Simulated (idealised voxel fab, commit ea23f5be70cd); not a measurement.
Herein follows the process module entitled voxel gate over fins.
Cross-section cut spans 250 nm and uses square cells 5 nm in size.
The cross-sections in this document take the form of a grid made of square cells. They are written out as bands, in order from top to bottom. Each band consists of one or more rows of cells. Within each band entry, the heights of the top and of the bottom of the band appear first, in that order and in nm; the materials of the band then follow from left to right, each with its corresponding width in nm. The designation "everywhere" on a single material indicates that it fills the band from edge to edge; the designation "empty" indicates empty space. Ref level 0: as-received wafer is one material below here. Bottom band extends down with no lower bound ("0 -> down"). It should be noted that a width expressed as "30 to 40" varies in equal increments from row to row of cells within the band, taking the value of the first number at the top row and that of the second number at the bottom row. You'll sometimes find "stayed the same" written for a step, and that's the way of saying that nowhere in the cross-section did a cell change during that step. Empty spaces without an open route to the top, at least 8 cells in extent, make up the entry "Enclosed internal voids"; each is given as width x height at distance, where the distance is measured from the left edge, and all are in nm. Post-settings text on a step line: simulator's own remark regarding the step. A step's line can hold "overlay nm"; with a mask on that step, the setting says how far right of the planned place the mask lay, while a negative setting says it lay to the left.
### List of planned process steps
1 RECEIVE: material Si
2 CONFORMAL_DEP: material SiN, thk nm 5
3 DIRECTIONAL_DEP: material aC, thk nm 15
4 PATTERN: tone cover, mask id FINS, material resist, width nm 15, pitch nm 50, thk nm 30, overlay nm 0
5 DIRECTIONAL_ETCH: etch materials aC, depth nm 15
6 STRIP: etch materials resist
7 DIRECTIONAL_ETCH: etch materials SiN, depth nm 5
8 DIRECTIONAL_ETCH: etch materials Si, depth nm 40
9 STRIP: etch materials aC
10 FILL_DEP: material SiO2, thk nm 15
11 CMP: height nm 5
12 DIRECTIONAL_DEP: material aC, thk nm 10
13 PATTERN: tone open, mask id RAIL, material resist, width nm 15, thk nm 25, overlay nm 0
14 DIRECTIONAL_ETCH: etch materials aC, depth nm 10
15 STRIP: etch materials resist
16 DIRECTIONAL_ETCH: etch materials SiO2, depth nm 40
17 STRIP: etch materials aC
18 CONFORMAL_DEP: material TiN, thk nm 5
19 FILL_DEP: material Ru, thk nm 5
20 CMP: height nm 5
21 SELECTIVE_ETCH: etch materials W Ru TiN, depth nm 20
22 FILL_DEP: material SiO2, thk nm 5
23 CMP: height nm 5
24 SELECTIVE_ETCH: etch materials SiO2, depth nm 15
25 STRIP: etch materials SiN
26 CONFORMAL_DEP: material HfO2, thk nm 5
27 CONFORMAL_DEP: material TiN, thk nm 5
28 FILL_DEP: material W, thk nm 15
29 CMP: height nm 20
30 CONFORMAL_DEP: material SiN, thk nm 5
Quick note for whoever runs this: the wafers start identical, but the width nm at step 4 isn't the same across them. The plan just shows what the first wafer had.
### First of several wafers (as received, post step 1), cross-sectional view
* 0 -> down | Si everywhere
* Enclosed internal voids: none
### Each row below is a wafer at the end of the module, listing for every material the number of cells it has gained (+) or lost (-) since it was received, followed by its closed voids
width nm 15 | +62 HfO2 | +3 Ru | -328 Si | +50 SiN | +234 SiO2 | +71 TiN | +158 W | Enclosed internal voids: none
width nm 20 | +62 HfO2 | +3 Ru | -304 Si | +50 SiN | +216 SiO2 | +71 TiN | +152 W | Enclosed internal voids: none
width nm 25 | +62 HfO2 | +3 Ru | -280 Si | +50 SiN | +198 SiO2 | +71 TiN | +146 W | Enclosed internal voids: none
width nm 30 | +62 HfO2 | +3 Ru | -256 Si | +50 SiN | +180 SiO2 | +71 TiN | +140 W | Enclosed internal voids: none
